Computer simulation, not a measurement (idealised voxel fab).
The following process module bears the name voxel fin reveal.
In the cross-section labelled cut, the width is 200 nm and each square cell is 5 nm.
Cross-section spec: square-cell grid; bands listed top down; each band is one or more rows. The entry gives the band's vertical extent as a top height and a bottom height in nm, then its horizontal make-up as materials from left to right, each with a width in nm. "air" stands for empty space; a single material marked "throughout" fills the band edge to edge. We count height from 0. Below that, the starting wafer is all one material. The lowest band never ends at the bottom but goes on down; see "0..down" for how that is written. Note: "30 to 40" means the width goes from the first number (top row of the band) to the second number (bottom row) in equal steps per row of cells. Any step labelled "remains unaltered" changed none of the cells in the cross-section. You'll see "Cavities, closed" listing empty spaces that have no way open to the top, as long as they're 8 cells or more; the notation is width x height at distance, where the distance is from the left edge, and all of it is in nm. Post-settings text on a step line: simulator's own remark regarding the step. overlay nm: right-of-plan distance of the mask on a masked step; negative values mean left-of-plan.
# These are the steps we planned for the process
1 RECEIVE [material Si]
2 CONFORMAL_DEP [material SiN] [thk nm 5]
3 PATTERN [tone cover] [mask id FINS] [material resist] [width nm 15] [pitch nm 45] [thk nm 20] [overlay nm 0]
4 DIRECTIONAL_ETCH [etch materials SiN] [depth nm 5]
5 DIRECTIONAL_ETCH [etch materials Si] [depth nm 40]
6 STRIP [etch materials resist]
7 OXIDIZE [depth nm 5]
8 FILL_DEP [material SiO2] [thk nm 5]
9 CMP [height nm 5]
10 SELECTIVE_ETCH [etch materials SiO2] [depth nm 35]
11 STRIP [etch materials SiN]
# Wafer, first of two, run as planned
# Wafer cross-section on receipt, i.e. after step 1
> 0..down  Si throughout
> Cavities, closed: none
# Wafer after step 2 (cross-section)
> 5..0  SiN throughout
> Below 0, the layers are the same as they were.
# Wafer after step 3 (cross-section)
> 25..5  45 nm air, then 15 nm resist, then 30 nm air, then 15 nm resist, then 30 nm air, then 15 nm resist, then 50 nm air
> Below 5, the layers are the same as they were.
# Wafer after step 4 (cross-section)
> 25..5  45 nm air, then 15 nm resist, then 30 nm air, then 15 nm resist, then 30 nm air, then 15 nm resist, then 50 nm air
> 5..0  45 nm air, then 15 nm SiN, then 30 nm air, then 15 nm SiN, then 30 nm air, then 15 nm SiN, then 50 nm air
> Below 0, the layers are the same as they were.
# Wafer after step 5 (cross-section)
> 25..5  45 nm air, then 15 nm resist, then 30 nm air, then 15 nm resist, then 30 nm air, then 15 nm resist, then 50 nm air
> 5..0  45 nm air, then 15 nm SiN, then 30 nm air, then 15 nm SiN, then 30 nm air, then 15 nm SiN, then 50 nm air
> 0..-40  45 nm air, then 15 nm Si, then 30 nm air, then 15 nm Si, then 30 nm air, then 15 nm Si, then 50 nm air
> Below -40, the layers are the same as they were.
# Wafer after step 6 (cross-section)
> 5..0  45 nm air, then 15 nm SiN, then 30 nm air, then 15 nm SiN, then 30 nm air, then 15 nm SiN, then 50 nm air
> Below 0, the layers are the same as they were.
# Wafer after step 7 (cross-section)
> 5..0  45 nm air, then 15 nm SiN, then 30 nm air, then 15 nm SiN, then 30 nm air, then 15 nm SiN, then 50 nm air
> 0..-40  45 nm air, then 5 nm SiO2, then 5 nm Si, then 5 nm SiO2, then 30 nm air, then 5 nm SiO2, then 5 nm Si, then 5 nm SiO2, then 30 nm air, then 5 nm SiO2, then 5 nm Si, then 5 nm SiO2, then 50 nm air
> -40..-45  50 nm SiO2, then 5 nm Si, then 40 nm SiO2, then 5 nm Si, then 40 nm SiO2, then 5 nm Si, then 55 nm SiO2
> Below -45, the layers are the same as they were.
# Wafer after step 8 (cross-section)
> 10..5  SiO2 throughout
> 5..0  45 nm SiO2, then 15 nm SiN, then 30 nm SiO2, then 15 nm SiN, then 30 nm SiO2, then 15 nm SiN, then 50 nm SiO2
> 0..-45  50 nm SiO2, then 5 nm Si, then 40 nm SiO2, then 5 nm Si, then 40 nm SiO2, then 5 nm Si, then 55 nm SiO2
> Below -45, the layers are the same as they were.
# Wafer after step 9 (cross-section)
> 5..0  45 nm SiO2, then 15 nm SiN, then 30 nm SiO2, then 15 nm SiN, then 30 nm SiO2, then 15 nm SiN, then 50 nm SiO2
> Below 0, the layers are the same as they were.
# Wafer after step 10 (cross-section)
> 5..0  45 nm air, then 15 nm SiN, then 30 nm air, then 15 nm SiN, then 30 nm air, then 15 nm SiN, then 50 nm air
> 0..-30  50 nm air, then 5 nm Si, then 40 nm air, then 5 nm Si, then 40 nm air, then 5 nm Si, then 55 nm air
> Below -30, the layers are the same as they were.
# Wafer after step 11 (cross-section)
> 0..-30  50 nm air, then 5 nm Si, then 40 nm air, then 5 nm Si, then 40 nm air, then 5 nm Si, then 55 nm air
> Below -30, the layers are the same as they were.
# Second wafer, same starting conditions and recipe as the first, one mistake in executing it, nothing differs from the first up to and including step 10
Look at the second wafer in cross-section at the time step 11 ought to have finished: remains unaltered
Error vs. plan: the plan's step 11 went unexecuted, having been skipped
In the final state, the cell counts of the second wafer exceed or fall short of those of the first for the following materials: 9 more of SiN
